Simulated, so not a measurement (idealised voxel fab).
Module name: voxel fin reveal (process module)
Cross-section cut: width 235 nm, square cells of 5 nm.
Cross-section = grid of square cells, listed top down in bands; band = one or more rows.
Band: top height; bottom height; in nm. Then, left to right: material with width in nm, for each material. "all across": a single material spanning edge to edge. "air": empty space.
Height is counted from the level 0, under which the received wafer is composed throughout of one material. The lowest of the bands is not closed at the bottom but continues downward, in the notation "0 down".
A two-number width, for instance "30->40", indicates that the width is equal to the first number in the top row of the band and to the second number in the bottom row, and that it changes by a constant amount per row of cells.
"remains unaltered" for a step: no cell of the cross-section changed in that step.
You'll see "closed voids" listing empty spaces that have no way open to the top, as long as they're 8 cells or more; the notation is width x height at distance, where the distance is from the left edge, and all of it is in nm.
On each step's line, the part that comes after the settings is the simulator's own comment on the step.
You can add "overlay nm" to a step's line. For a step with a mask, it describes how far the mask lay to the right of its planned position, and a negative number describes a lay to the left.

[Here's what the planned process steps look like]
1 RECEIVE [material Si]
2 CONFORMAL_DEP [material SiN] [thk nm 5]
3 PATTERN [tone cover] [mask id FINS] [material resist] [width nm 15] [pitch nm 35] [thk nm 15] [overlay nm 0]
4 DIRECTIONAL_ETCH [etch materials SiN] [depth nm 5]
5 DIRECTIONAL_ETCH [etch materials Si] [depth nm 30]
6 STRIP [etch materials resist]
7 OXIDIZE [depth nm 5]
8 FILL_DEP [material SiO2] [thk nm 10]
9 CMP [height nm 5]
10 SELECTIVE_ETCH [etch materials SiO2] [depth nm 15]
11 STRIP [etch materials SiN]
12 CONFORMAL_DEP [material SiO2] [thk nm 5]

[Delivered wafer in cross-section: state after step 1]
    0 down: Si all across
    closed voids: none

[Cross-sectional result after module completion. Note: starting condition and plan are unchanged from above; one processing mistake was made]
    5 to 0: 90 of air  15 of SiO2  20 of air  15 of SiO2  95 of air
    0 to -20: 90 of air  5 of SiO2  5 of Si  5 of SiO2  20 of air  5 of SiO2  5 of Si  5 of SiO2  95 of air
    -20 to -35: 95 of SiO2  5 of Si  30 of SiO2  5 of Si  100 of SiO2
    -35 down: Si all across
    closed voids: none
Finding, execution versus plan: plan step 10 was twice executed
